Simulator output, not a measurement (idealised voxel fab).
process module | voxel double patterning
cross-section cut | 240 nm wide | cells 5 nm
A cross-section is a grid of square cells, given in bands from the top down. A band is one or more rows of cells.
Each band's line starts with the height of the band's top and of its bottom, in nm. Then come its materials from left to right, each with its width in nm. One material with "throughout" fills the band from edge to edge. "air" is empty space.
Height 0 is the level under which the wafer as received is all one material. The lowest band goes on downwards, as in "0 down".
A width such as "30 to 40" changes by the same amount from each row of cells to the next, from the band's top row to its bottom row.
"no change" after a step means that no cell of the cross-section changed.
closed voids: empty space of 8 cells or more with no open way to the top, each as width x height at its distance from the left edge, in nm
after a step's settings: what the simulator itself notes on the step
overlay nm, on a step with a mask: how far to the right of its planned place the mask lay; to the left if negative
plan
1 op RECEIVE | material Si
2 op CONFORMAL_DEP | material SiO2 | thk nm 10
3 op DIRECTIONAL_DEP | material W | thk nm 15
4 op DIRECTIONAL_DEP | material SiCN | thk nm 5
5 op PATTERN | tone open | mask id FIRST | material resist | width nm 15 | pitch nm 50 | thk nm 15 | overlay nm 0
6 op DIRECTIONAL_ETCH | etch materials SiCN | depth nm 5
7 op STRIP | etch materials resist
8 op DIRECTIONAL_DEP | material aC | thk nm 10
9 op PATTERN | tone open | mask id SECOND | material resist | width nm 15 | thk nm 30 | overlay nm 0
10 op DIRECTIONAL_ETCH | etch materials aC | depth nm 10
11 op STRIP | etch materials resist
12 op DIRECTIONAL_ETCH | etch materials SiCN | depth nm 5
13 op STRIP | etch materials aC
14 op DIRECTIONAL_ETCH | etch materials W | depth nm 15
15 op STRIP | etch materials SiCN
as received, after step 1
  0 down: Si throughout
  closed voids: none
first wafer at the end, as planned
  25 to 10: W 85 | air 15 | W 10 | air 15 | W 10 | air 15 | W 90
  10 to 0: SiO2 throughout
  0 down: Si throughout
  closed voids: none
second wafer at the end: like start, like plan, one mistake
  25 to 10: W 85 | air 20 | W 5 | air 15 | W 10 | air 20 | W 85
  10 to 0: SiO2 throughout
  0 down: Si throughout
  closed voids: none
what went wrong: step 5 ran as: op PATTERN | tone open | mask id FIRST | material resist | width nm 20 | pitch nm 50 | thk nm 15 | overlay nm 0
at the end the second wafer has, in cells: 6 fewer of W
